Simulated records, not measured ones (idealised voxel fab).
The name of this process module is voxel ribs on slabs.
Cross-sectional view cut (width: 185 nm; square cell size: 5 nm).
Format of a cross-section: grid, square cells. Given as bands. Order: top down. Band: one or more rows of cells. Per band: top height and bottom height in nm, followed by the left-to-right materials and their widths in nm; "everywhere" marks a single material spanning edge to edge, "blank" marks empty space. Heights are expressed relative to 0, this being the level below which the as-received wafer comprises one material exclusively. The lowest band is unbounded in the downward direction and is denoted as in "0 down". Per-row width for "30..40": begins at first number (top row of band), ends at second number (bottom row), increment between rows held constant. When a step is marked "no modification", none of the cells in the cross-section changed during that step. Voids not open to the top, 8 cells minimum: see "Closed voids list". Written width x height at distance; distance is from the left edge; nm. after a step's settings: what the simulator itself notes on the step. overlay nm: for a step with a mask, the amount by which the mask lay right of where it was planned; a negative amount means left of it.
These are the steps we planned for the process:
1,RECEIVE (material Si)
2,DIRECTIONAL_DEP (material SiO2; thk nm 20)
3,DIRECTIONAL_DEP (material polySi; thk nm 25)
4,MASKED_ETCH (tone cover; mask id RIB; width nm 30; etch materials polySi; depth nm 20; overlay nm 0)
5,PATTERN (tone cover; mask id SLAB; material resist; width nm 80; thk nm 20; overlay nm 0)
6,DIRECTIONAL_ETCH (etch materials polySi; depth nm 5)
7,STRIP (etch materials resist)
8,FILL_DEP (material SiO2; thk nm 20)
9,CMP (height nm 60)
10,DIRECTIONAL_DEP (material TiN; thk nm 5)
11,MASKED_ETCH (tone cover; mask id HEATER; width nm 40; etch materials TiN; depth nm 5; overlay nm 0)
12,CONFORMAL_DEP (material SiN; thk nm 5)
First of two wafers, with the run carried out as planned:
Step 1 complete: cross-section of the wafer as received:
- 0 down  Si everywhere
- Closed voids list: none
The wafer in cross-section once step 2 is complete:
- 20 to 0  SiO2 everywhere
- For the remainder of the cross-section, below 0, there is no change.
The wafer in cross-section once step 3 is complete:
- 45 to 20  polySi everywhere
- For the remainder of the cross-section, below 20, there is no change.
The wafer in cross-section once step 4 is complete:
- 45 to 25  blank: 75, polySi: 30, blank: 80
- For the remainder of the cross-section, below 25, there is no change.
The wafer in cross-section once step 5 is complete:
- 65 to 45  blank: 50, resist: 80, blank: 55
- 45 to 25  blank: 50, resist: 25, polySi: 30, resist: 25, blank: 55
- For the remainder of the cross-section, below 25, there is no change.
The wafer in cross-section once step 6 is complete:
- 65 to 45  blank: 50, resist: 80, blank: 55
- 45 to 25  blank: 50, resist: 25, polySi: 30, resist: 25, blank: 55
- 25 to 20  blank: 50, polySi: 80, blank: 55
- For the remainder of the cross-section, below 20, there is no change.
The wafer in cross-section once step 7 is complete:
- 45 to 25  blank: 75, polySi: 30, blank: 80
- For the remainder of the cross-section, below 25, there is no change.
The wafer in cross-section once step 8 is complete:
- 65 to 45  SiO2 everywhere
- 45 to 25  SiO2: 75, polySi: 30, SiO2: 80
- 25 to 20  SiO2: 50, polySi: 80, SiO2: 55
- For the remainder of the cross-section, below 20, there is no change.
The wafer in cross-section once step 9 is complete:
- 60 to 45  SiO2 everywhere
- For the remainder of the cross-section, below 45, there is no change.
The wafer in cross-section once step 10 is complete:
- 65 to 60  TiN everywhere
- For the remainder of the cross-section, below 60, there is no change.
The wafer in cross-section once step 11 is complete:
- 65 to 60  blank: 70, TiN: 40, blank: 75
- For the remainder of the cross-section, below 60, there is no change.
The wafer in cross-section once step 12 is complete:
- 70 to 65  blank: 65, SiN: 50, blank: 70
- 65 to 60  SiN: 70, TiN: 40, SiN: 75
- For the remainder of the cross-section, below 60, there is no change.
The second wafer was prepared from the same starting point and under the same plan as the first; its processing contained one mistake, and it remains indistinguishable from the first wafer up to and including step 4:
What the second wafer looks like in cross-section when step 5 should have wrapped up:
- 65 to 45  blank: 55, resist: 80, blank: 50
- 45 to 25  blank: 55, resist: 20, polySi: 30, resist: 30, blank: 50
- For the remainder of the cross-section, below 25, there is no change.
What the second wafer looks like in cross-section when step 6 should have wrapped up:
- 65 to 45  blank: 55, resist: 80, blank: 50
- 45 to 25  blank: 55, resist: 20, polySi: 30, resist: 30, blank: 50
- 25 to 20  blank: 55, polySi: 80, blank: 50
- For the remainder of the cross-section, below 20, there is no change.
What the second wafer looks like in cross-section when step 7 should have wrapped up:
- 45 to 25  blank: 75, polySi: 30, blank: 80
- For the remainder of the cross-section, below 25, there is no change.
What the second wafer looks like in cross-section when step 8 should have wrapped up:
- 65 to 45  SiO2 everywhere
- 45 to 25  SiO2: 75, polySi: 30, SiO2: 80
- 25 to 20  SiO2: 55, polySi: 80, SiO2: 50
- For the remainder of the cross-section, below 20, there is no change.
What the second wafer looks like in cross-section when step 9 should have wrapped up:
- 60 to 45  SiO2 everywhere
- For the remainder of the cross-section, below 45, there is no change.
What the second wafer looks like in cross-section when step 10 should have wrapped up:
- 65 to 60  TiN everywhere
- For the remainder of the cross-section, below 60, there is no change.
What the second wafer looks like in cross-section when step 11 should have wrapped up:
- 65 to 60  blank: 70, TiN: 40, blank: 75
- For the remainder of the cross-section, below 60, there is no change.
What the second wafer looks like in cross-section when step 12 should have wrapped up:
- 70 to 65  blank: 65, SiN: 50, blank: 70
- 65 to 60  SiN: 70, TiN: 40, SiN: 75
- For the remainder of the cross-section, below 60, there is no change.
Deviation noted in wafer processing: rather than as planned, step 5 actually ran as PATTERN (tone cover; mask id SLAB; material resist; width nm 80; thk nm 20; overlay nm 5)
Both wafers, final: cells per material equal; arrangement not.
